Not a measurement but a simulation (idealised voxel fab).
The process module presented herein is designated voxel gate over fins.
Each square cell in cross-section cut measures 5 nm, and the section as a whole is 260 nm wide.
Cross-section, as written here: a square-cell grid given band by band from the top down, where a band holds one or more rows of cells. Quick guide to a band line: top height, bottom height (nm) up front; then every material left to right with its width in nm. Only one material and it's marked "throughout"? Then it fills the band edge to edge. And "blank" just means empty space. Heights from 0 (as-received wafer is one material below). Bottom band endless downward, as "0 nm and below". Quick explanation for "30..40": the width changes in equal steps down the rows of cells, from the first number in the band's top row to the second number in its bottom row. Given "no alteration" for a step, no cell of the cross-section differs between before and after that step. You'll see "Sealed cavities" listing empty spaces that have no way open to the top, as long as they're 8 cells or more; the notation is width x height at distance, where the distance is from the left edge, and all of it is in nm. Anything after a step's settings on that line? It's the simulator's own note about the step. For masked steps, "overlay nm" on the step line gives how far right of plan the mask actually lay; a minus sign means it lay to the left.
**Listed below are the process steps as planned**
1: RECEIVE, material Si
2: CONFORMAL_DEP, material SiN, thk nm 5
3: PATTERN, tone cover, mask id FINS, material resist, width nm 15, pitch nm 60, thk nm 20, overlay nm 0
4: DIRECTIONAL_ETCH, etch materials SiN, depth nm 5
5: DIRECTIONAL_ETCH, etch materials Si, depth nm 40
6: STRIP, etch materials resist
7: OXIDIZE, depth nm 5
8: FILL_DEP, material SiO2, thk nm 10
9: CMP, height nm 5
10: PATTERN, tone open, mask id RAIL, material resist, width nm 15, thk nm 15, overlay nm 0
11: DIRECTIONAL_ETCH, etch materials SiO2, depth nm 40
12: STRIP, etch materials resist
13: CONFORMAL_DEP, material TiN, thk nm 5
14: FILL_DEP, material Ru, thk nm 5
15: CMP, height nm 5
16: SELECTIVE_ETCH, etch materials W Ru TiN, depth nm 30
17: FILL_DEP, material SiO2, thk nm 5
18: CMP, height nm 5
19: SELECTIVE_ETCH, etch materials SiO2, depth nm 20
20: STRIP, etch materials SiN
21: CONFORMAL_DEP, material HfO2, thk nm 5
22: CONFORMAL_DEP, material TiN, thk nm 5
23: CONFORMAL_DEP, material TiAl, thk nm 5
24: CONFORMAL_DEP, material TiN, thk nm 5
25: FILL_DEP, material W, thk nm 15
26: CMP, height nm 30
27: CONFORMAL_DEP, material SiCN, thk nm 10
**Of two wafers, the first: run according to plan**
**Incoming wafer in cross-section (state: after step 1)**
  0 nm and below: Si throughout
  Sealed cavities: none
**Step 2 complete: cross-section through the wafer**
  5 nm to 0 nm: SiN throughout
  Rest of section, below 0: as before.
**Step 3 complete: cross-section through the wafer**
  25 nm to 5 nm: blank (60), then resist (15), then blank (45), then resist (15), then blank (45), then resist (15), then blank (65)
  Rest of section, below 5: as before.
**Step 4 complete: cross-section through the wafer**
  25 nm to 5 nm: blank (60), then resist (15), then blank (45), then resist (15), then blank (45), then resist (15), then blank (65)
  5 nm to 0 nm: blank (60), then SiN (15), then blank (45), then SiN (15), then blank (45), then SiN (15), then blank (65)
  Rest of section, below 0: as before.
**Step 5 complete: cross-section through the wafer**
  25 nm to 5 nm: blank (60), then resist (15), then blank (45), then resist (15), then blank (45), then resist (15), then blank (65)
  5 nm to 0 nm: blank (60), then SiN (15), then blank (45), then SiN (15), then blank (45), then SiN (15), then blank (65)
  0 nm to -40 nm: blank (60), then Si (15), then blank (45), then Si (15), then blank (45), then Si (15), then blank (65)
  Rest of section, below -40: as before.
**Step 6 complete: cross-section through the wafer**
  5 nm to 0 nm: blank (60), then SiN (15), then blank (45), then SiN (15), then blank (45), then SiN (15), then blank (65)
  Rest of section, below 0: as before.
**Step 7 complete: cross-section through the wafer**
  5 nm to 0 nm: blank (60), then SiN (15), then blank (45), then SiN (15), then blank (45), then SiN (15), then blank (65)
  0 nm to -40 nm: blank (60), then SiO2 (5), then Si (5), then SiO2 (5), then blank (45), then SiO2 (5), then Si (5), then SiO2 (5), then blank (45), then SiO2 (5), then Si (5), then SiO2 (5), then blank (65)
  -40 nm to -45 nm: SiO2 (65), then Si (5), then SiO2 (55), then Si (5), then SiO2 (55), then Si (5), then SiO2 (70)
  Rest of section, below -45: as before.
**Step 8 complete: cross-section through the wafer**
  15 nm to 5 nm: SiO2 throughout
  5 nm to 0 nm: SiO2 (60), then SiN (15), then SiO2 (45), then SiN (15), then SiO2 (45), then SiN (15), then SiO2 (65)
  0 nm to -45 nm: SiO2 (65), then Si (5), then SiO2 (55), then Si (5), then SiO2 (55), then Si (5), then SiO2 (70)
  Rest of section, below -45: as before.
**Step 9 complete: cross-section through the wafer**
  5 nm to 0 nm: SiO2 (60), then SiN (15), then SiO2 (45), then SiN (15), then SiO2 (45), then SiN (15), then SiO2 (65)
  Rest of section, below 0: as before.
**Step 10 complete: cross-section through the wafer**
  20 nm to 5 nm: resist (90), then blank (15), then resist (155)
  Rest of section, below 5: as before.
**Step 11 complete: cross-section through the wafer**
  20 nm to 5 nm: resist (90), then blank (15), then resist (155)
  5 nm to 0 nm: SiO2 (60), then SiN (15), then SiO2 (15), then blank (15), then SiO2 (15), then SiN (15), then SiO2 (45), then SiN (15), then SiO2 (65)
  0 nm to -35 nm: SiO2 (65), then Si (5), then SiO2 (20), then blank (15), then SiO2 (20), then Si (5), then SiO2 (55), then Si (5), then SiO2 (70)
  Rest of section, below -35: as before.
**Step 12 complete: cross-section through the wafer**
  5 nm to 0 nm: SiO2 (60), then SiN (15), then SiO2 (15), then blank (15), then SiO2 (15), then SiN (15), then SiO2 (45), then SiN (15), then SiO2 (65)
  Rest of section, below 0: as before.
**Step 13 complete: cross-section through the wafer**
  10 nm to 5 nm: TiN (95), then blank (5), then TiN (160)
  5 nm to 0 nm: SiO2 (60), then SiN (15), then SiO2 (15), then TiN (5), then blank (5), then TiN (5), then SiO2 (15), then SiN (15), then SiO2 (45), then SiN (15), then SiO2 (65)
  0 nm to -30 nm: SiO2 (65), then Si (5), then SiO2 (20), then TiN (5), then blank (5), then TiN (5), then SiO2 (20), then Si (5), then SiO2 (55), then Si (5), then SiO2 (70)
  -30 nm to -35 nm: SiO2 (65), then Si (5), then SiO2 (20), then TiN (15), then SiO2 (20), then Si (5), then SiO2 (55), then Si (5), then SiO2 (70)
  Rest of section, below -35: as before.
**Step 14 complete: cross-section through the wafer**
  15 nm to 10 nm: Ru throughout
  10 nm to 5 nm: TiN (95), then Ru (5), then TiN (160)
  5 nm to 0 nm: SiO2 (60), then SiN (15), then SiO2 (15), then TiN (5), then Ru (5), then TiN (5), then SiO2 (15), then SiN (15), then SiO2 (45), then SiN (15), then SiO2 (65)
  0 nm to -30 nm: SiO2 (65), then Si (5), then SiO2 (20), then TiN (5), then Ru (5), then TiN (5), then SiO2 (20), then Si (5), then SiO2 (55), then Si (5), then SiO2 (70)
  Rest of section, below -30: as before.
**Step 15 complete: cross-section through the wafer**
  5 nm to 0 nm: SiO2 (60), then SiN (15), then SiO2 (15), then TiN (5), then Ru (5), then TiN (5), then SiO2 (15), then SiN (15), then SiO2 (45), then SiN (15), then SiO2 (65)
  Rest of section, below 0: as before.
**Step 16 complete: cross-section through the wafer**
  5 nm to 0 nm: SiO2 (60), then SiN (15), then SiO2 (15), then blank (15), then SiO2 (15), then SiN (15), then SiO2 (45), then SiN (15), then SiO2 (65)
  0 nm to -25 nm: SiO2 (65), then Si (5), then SiO2 (20), then blank (15), then SiO2 (20), then Si (5), then SiO2 (55), then Si (5), then SiO2 (70)
  Rest of section, below -25: as before.
**Step 17 complete: cross-section through the wafer**
  10 nm to 5 nm: SiO2 throughout
  5 nm to 0 nm: SiO2 (60), then SiN (15), then SiO2 (45), then SiN (15), then SiO2 (45), then SiN (15), then SiO2 (65)
  0 nm to -25 nm: SiO2 (65), then Si (5), then SiO2 (55), then Si (5), then SiO2 (55), then Si (5), then SiO2 (70)
  Rest of section, below -25: as before.
**Step 18 complete: cross-section through the wafer**
  5 nm to 0 nm: SiO2 (60), then SiN (15), then SiO2 (45), then SiN (15), then SiO2 (45), then SiN (15), then SiO2 (65)
  Rest of section, below 0: as before.
**Step 19 complete: cross-section through the wafer**
  5 nm to 0 nm: blank (60), then SiN (15), then blank (45), then SiN (15), then blank (45), then SiN (15), then blank (65)
  0 nm to -15 nm: blank (65), then Si (5), then blank (55), then Si (5), then blank (55), then Si (5), then blank (70)
  Rest of section, below -15: as before.
**Step 20 complete: cross-section through the wafer**
  0 nm to -15 nm: blank (65), then Si (5), then blank (55), then Si (5), then blank (55), then Si (5), then blank (70)
  Rest of section, below -15: as before.
**Step 21 complete: cross-section through the wafer**
  5 nm to 0 nm: blank (60), then HfO2 (15), then blank (45), then HfO2 (15), then blank (45), then HfO2 (15), then blank (65)
  0 nm to -10 nm: blank (60), then HfO2 (5), then Si (5), then HfO2 (5), then blank (45), then HfO2 (5), then Si (5), then HfO2 (5), then blank (45), then HfO2 (5), then Si (5), then HfO2 (5), then blank (65)
  -10 nm to -15 nm: HfO2 (65), then Si (5), then HfO2 (55), then Si (5), then HfO2 (55), then Si (5), then HfO2 (70)
  Rest of section, below -15: as before.
**Step 22 complete: cross-section through the wafer**
  10 nm to 5 nm: blank (55), then TiN (25), then blank (35), then TiN (25), then blank (35), then TiN (25), then blank (60)
  5 nm to 0 nm: blank (55), then TiN (5), then HfO2 (15), then TiN (5), then blank (35), then TiN (5), then HfO2 (15), then TiN (5), then blank (35), then TiN (5), then HfO2 (15), then TiN (5), then blank (60)
  0 nm to -5 nm: blank (55), then TiN (5), then HfO2 (5), then Si (5), then HfO2 (5), then TiN (5), then blank (35), then TiN (5), then HfO2 (5), then Si (5), then HfO2 (5), then TiN (5), then blank (35), then TiN (5), then HfO2 (5), then Si (5), then HfO2 (5), then TiN (5), then blank (60)
  -5 nm to -10 nm: TiN (60), then HfO2 (5), then Si (5), then HfO2 (5), then TiN (45), then HfO2 (5), then Si (5), then HfO2 (5), then TiN (45), then HfO2 (5), then Si (5), then HfO2 (5), then TiN (65)
  Rest of section, below -10: as before.
**Step 23 complete: cross-section through the wafer**
  15 nm to 10 nm: blank (50), then TiAl (35), then blank (25), then TiAl (35), then blank (25), then TiAl (35), then blank (55)
  10 nm to 5 nm: blank (50), then TiAl (5), then TiN (25), then TiAl (5), then blank (25), then TiAl (5), then TiN (25), then TiAl (5), then blank (25), then TiAl (5), then TiN (25), then TiAl (5), then blank (55)
  5 nm to 0 nm: blank (50), then TiAl (5), then TiN (5), then HfO2 (15), then TiN (5), then TiAl (5), then blank (25), then TiAl (5), then TiN (5), then HfO2 (15), then TiN (5), then TiAl (5), then blank (25), then TiAl (5), then TiN (5), then HfO2 (15), then TiN (5), then TiAl (5), then blank (55)
  0 nm to -5 nm: TiAl (55), then TiN (5), then HfO2 (5), then Si (5), then HfO2 (5), then TiN (5), then TiAl (35), then TiN (5), then HfO2 (5), then Si (5), then HfO2 (5), then TiN (5), then TiAl (35), then TiN (5), then HfO2 (5), then Si (5), then HfO2 (5), then TiN (5), then TiAl (60)
  Rest of section, below -5: as before.
**Step 24 complete: cross-section through the wafer**
  20 nm to 15 nm: blank (45), then TiN (45), then blank (15), then TiN (45), then blank (15), then TiN (45), then blank (50)
  15 nm to 10 nm: blank (45), then TiN (5), then TiAl (35), then TiN (5), then blank (15), then TiN (5), then TiAl (35), then TiN (5), then blank (15), then TiN (5), then TiAl (35), then TiN (5), then blank (50)
  10 nm to 5 nm: blank (45), then TiN (5), then TiAl (5), then TiN (25), then TiAl (5), then TiN (5), then blank (15), then TiN (5), then TiAl (5), then TiN (25), then TiAl (5), then TiN (5), then blank (15), then TiN (5), then TiAl (5), then TiN (25), then TiAl (5), then TiN (5), then blank (50)
  5 nm to 0 nm: TiN (50), then TiAl (5), then TiN (5), then HfO2 (15), then TiN (5), then TiAl (5), then TiN (25), then TiAl (5), then TiN (5), then HfO2 (15), then TiN (5), then TiAl (5), then TiN (25), then TiAl (5), then TiN (5), then HfO2 (15), then TiN (5), then TiAl (5), then TiN (55)
  Rest of section, below 0: as before.
**Step 25 complete: cross-section through the wafer**
  35 nm to 20 nm: W throughout
  20 nm to 15 nm: W (45), then TiN (45), then W (15), then TiN (45), then W (15), then TiN (45), then W (50)
  15 nm to 10 nm: W (45), then TiN (5), then TiAl (35), then TiN (5), then W (15), then TiN (5), then TiAl (35), then TiN (5), then W (15), then TiN (5), then TiAl (35), then TiN (5), then W (50)
  10 nm to 5 nm: W (45), then TiN (5), then TiAl (5), then TiN (25), then TiAl (5), then TiN (5), then W (15), then TiN (5), then TiAl (5), then TiN (25), then TiAl (5), then TiN (5), then W (15), then TiN (5), then TiAl (5), then TiN (25), then TiAl (5), then TiN (5), then W (50)
  Rest of section, below 5: as before.
**Step 26 complete: cross-section through the wafer**
  30 nm to 20 nm: W throughout
  Rest of section, below 20: as before.
**Step 27 complete: cross-section through the wafer**
  40 nm to 30 nm: SiCN throughout
  Rest of section, below 30: as before.
**Now the other wafer: same start, same recipe, but we messed up one thing when running it. Up to and including step 15 it's the same as the first one**
**Planned end of step 16: second wafer, cross-section**
  5 nm to 0 nm: SiO2 (60), then SiN (15), then SiO2 (15), then blank (5), then Ru (5), then blank (5), then SiO2 (15), then SiN (15), then SiO2 (45), then SiN (15), then SiO2 (65)
  0 nm to -25 nm: SiO2 (65), then Si (5), then SiO2 (20), then blank (5), then Ru (5), then blank (5), then SiO2 (20), then Si (5), then SiO2 (55), then Si (5), then SiO2 (70)
  Rest of section, below -25: as before.
**Planned end of step 17: second wafer, cross-section**
  10 nm to 5 nm: SiO2 throughout
  5 nm to 0 nm: SiO2 (60), then SiN (15), then SiO2 (20), then Ru (5), then SiO2 (20), then SiN (15), then SiO2 (45), then SiN (15), then SiO2 (65)
  0 nm to -25 nm: SiO2 (65), then Si (5), then SiO2 (25), then Ru (5), then SiO2 (25), then Si (5), then SiO2 (55), then Si (5), then SiO2 (70)
  Rest of section, below -25: as before.
**Planned end of step 18: second wafer, cross-section**
  5 nm to 0 nm: SiO2 (60), then SiN (15), then SiO2 (20), then Ru (5), then SiO2 (20), then SiN (15), then SiO2 (45), then SiN (15), then SiO2 (65)
  Rest of section, below 0: as before.
**Planned end of step 19: second wafer, cross-section**
  5 nm to 0 nm: blank (60), then SiN (15), then blank (20), then Ru (5), then blank (20), then SiN (15), then blank (45), then SiN (15), then blank (65)
  0 nm to -15 nm: blank (65), then Si (5), then blank (25), then Ru (5), then blank (25), then Si (5), then blank (55), then Si (5), then blank (70)
  Rest of section, below -15: as before.
**Planned end of step 20: second wafer, cross-section**
  5 nm to 0 nm: blank (95), then Ru (5), then blank (160)
  Rest of section, below 0: as before.
**Planned end of step 21: second wafer, cross-section**
  10 nm to 5 nm: blank (90), then HfO2 (15), then blank (155)
  5 nm to 0 nm: blank (60), then HfO2 (15), then blank (15), then HfO2 (5), then Ru (5), then HfO2 (5), then blank (15), then HfO2 (15), then blank (45), then HfO2 (15), then blank (65)
  0 nm to -10 nm: blank (60), then HfO2 (5), then Si (5), then HfO2 (5), then blank (15), then HfO2 (5), then Ru (5), then HfO2 (5), then blank (15), then HfO2 (5), then Si (5), then HfO2 (5), then blank (45), then HfO2 (5), then Si (5), then HfO2 (5), then blank (65)
  -10 nm to -15 nm: HfO2 (65), then Si (5), then HfO2 (25), then Ru (5), then HfO2 (25), then Si (5), then HfO2 (55), then Si (5), then HfO2 (70)
  Rest of section, below -15: as before.
**Planned end of step 22: second wafer, cross-section**
  15 nm to 10 nm: blank (85), then TiN (25), then blank (150)
  10 nm to 5 nm: blank (55), then TiN (25), then blank (5), then TiN (5), then HfO2 (15), then TiN (5), then blank (5), then TiN (25), then blank (35), then TiN (25), then blank (60)
  5 nm to 0 nm: blank (55), then TiN (5), then HfO2 (15), then TiN (5), then blank (5), then TiN (5), then HfO2 (5), then Ru (5), then HfO2 (5), then TiN (5), then blank (5), then TiN (5), then HfO2 (15), then TiN (5), then blank (35), then TiN (5), then HfO2 (15), then TiN (5), then blank (60)
  0 nm to -5 nm: blank (55), then TiN (5), then HfO2 (5), then Si (5), then HfO2 (5), then TiN (5), then blank (5), then TiN (5), then HfO2 (5), then Ru (5), then HfO2 (5), then TiN (5), then blank (5), then TiN (5), then HfO2 (5), then Si (5), then HfO2 (5), then TiN (5), then blank (35), then TiN (5), then HfO2 (5), then Si (5), then HfO2 (5), then TiN (5), then blank (60)
  -5 nm to -10 nm: TiN (60), then HfO2 (5), then Si (5), then HfO2 (5), then TiN (15), then HfO2 (5), then Ru (5), then HfO2 (5), then TiN (15), then HfO2 (5), then Si (5), then HfO2 (5), then TiN (45), then HfO2 (5), then Si (5), then HfO2 (5), then TiN (65)
  Rest of section, below -10: as before.
**Planned end of step 23: second wafer, cross-section**
  20 nm to 15 nm: blank (80), then TiAl (35), then blank (145)
  15 nm to 10 nm: blank (50), then TiAl (35), then TiN (25), then TiAl (35), then blank (25), then TiAl (35), then blank (55)
  10 nm to 5 nm: blank (50), then TiAl (5), then TiN (25), then TiAl (5), then TiN (5), then HfO2 (15), then TiN (5), then TiAl (5), then TiN (25), then TiAl (5), then blank (25), then TiAl (5), then TiN (25), then TiAl (5), then blank (55)
  5 nm to 0 nm: blank (50), then TiAl (5), then TiN (5), then HfO2 (15), then TiN (5), then TiAl (5), then TiN (5), then HfO2 (5), then Ru (5), then HfO2 (5), then TiN (5), then TiAl (5), then TiN (5), then HfO2 (15), then TiN (5), then TiAl (5), then blank (25), then TiAl (5), then TiN (5), then HfO2 (15), then TiN (5), then TiAl (5), then blank (55)
  0 nm to -5 nm: TiAl (55), then TiN (5), then HfO2 (5), then Si (5), then HfO2 (5), then TiN (5), then TiAl (5), then TiN (5), then HfO2 (5), then Ru (5), then HfO2 (5), then TiN (5), then TiAl (5), then TiN (5), then HfO2 (5), then Si (5), then HfO2 (5), then TiN (5), then TiAl (35), then TiN (5), then HfO2 (5), then Si (5), then HfO2 (5), then TiN (5), then TiAl (60)
  Rest of section, below -5: as before.
**Planned end of step 24: second wafer, cross-section**
  25 nm to 20 nm: blank (75), then TiN (45), then blank (140)
  20 nm to 15 nm: blank (45), then TiN (35), then TiAl (35), then TiN (35), then blank (15), then TiN (45), then blank (50)
  15 nm to 10 nm: blank (45), then TiN (5), then TiAl (35), then TiN (25), then TiAl (35), then TiN (5), then blank (15), then TiN (5), then TiAl (35), then TiN (5), then blank (50)
  10 nm to 5 nm: blank (45), then TiN (5), then TiAl (5), then TiN (25), then TiAl (5), then TiN (5), then HfO2 (15), then TiN (5), then TiAl (5), then TiN (25), then TiAl (5), then TiN (5), then blank (15), then TiN (5), then TiAl (5), then TiN (25), then TiAl (5), then TiN (5), then blank (50)
  5 nm to 0 nm: TiN (50), then TiAl (5), then TiN (5), then HfO2 (15), then TiN (5), then TiAl (5), then TiN (5), then HfO2 (5), then Ru (5), then HfO2 (5), then TiN (5), then TiAl (5), then TiN (5), then HfO2 (15), then TiN (5), then TiAl (5), then TiN (25), then TiAl (5), then TiN (5), then HfO2 (15), then TiN (5), then TiAl (5), then TiN (55)
  Rest of section, below 0: as before.
**Planned end of step 25: second wafer, cross-section**
  40 nm to 25 nm: W throughout
  25 nm to 20 nm: W (75), then TiN (45), then W (140)
  20 nm to 15 nm: W (45), then TiN (35), then TiAl (35), then TiN (35), then W (15), then TiN (45), then W (50)
  15 nm to 10 nm: W (45), then TiN (5), then TiAl (35), then TiN (25), then TiAl (35), then TiN (5), then W (15), then TiN (5), then TiAl (35), then TiN (5), then W (50)
  10 nm to 5 nm: W (45), then TiN (5), then TiAl (5), then TiN (25), then TiAl (5), then TiN (5), then HfO2 (15), then TiN (5), then TiAl (5), then TiN (25), then TiAl (5), then TiN (5), then W (15), then TiN (5), then TiAl (5), then TiN (25), then TiAl (5), then TiN (5), then W (50)
  Rest of section, below 5: as before.
**Planned end of step 26: second wafer, cross-section**
  30 nm to 25 nm: W throughout
  Rest of section, below 25: as before.
**Planned end of step 27: second wafer, cross-section**
  40 nm to 30 nm: SiCN throughout
  Rest of section, below 30: as before.
Which mistake was made when the wafer was run? step 16: run off-plan, actual operation and settings SELECTIVE_ETCH, etch materials TiN, depth nm 30
Final difference in cells, second wafer against first, listed per material as more or fewer: +8 HfO2; +6 Ru; -2 SiO2; +2 TiAl; +4 TiN; -18 W
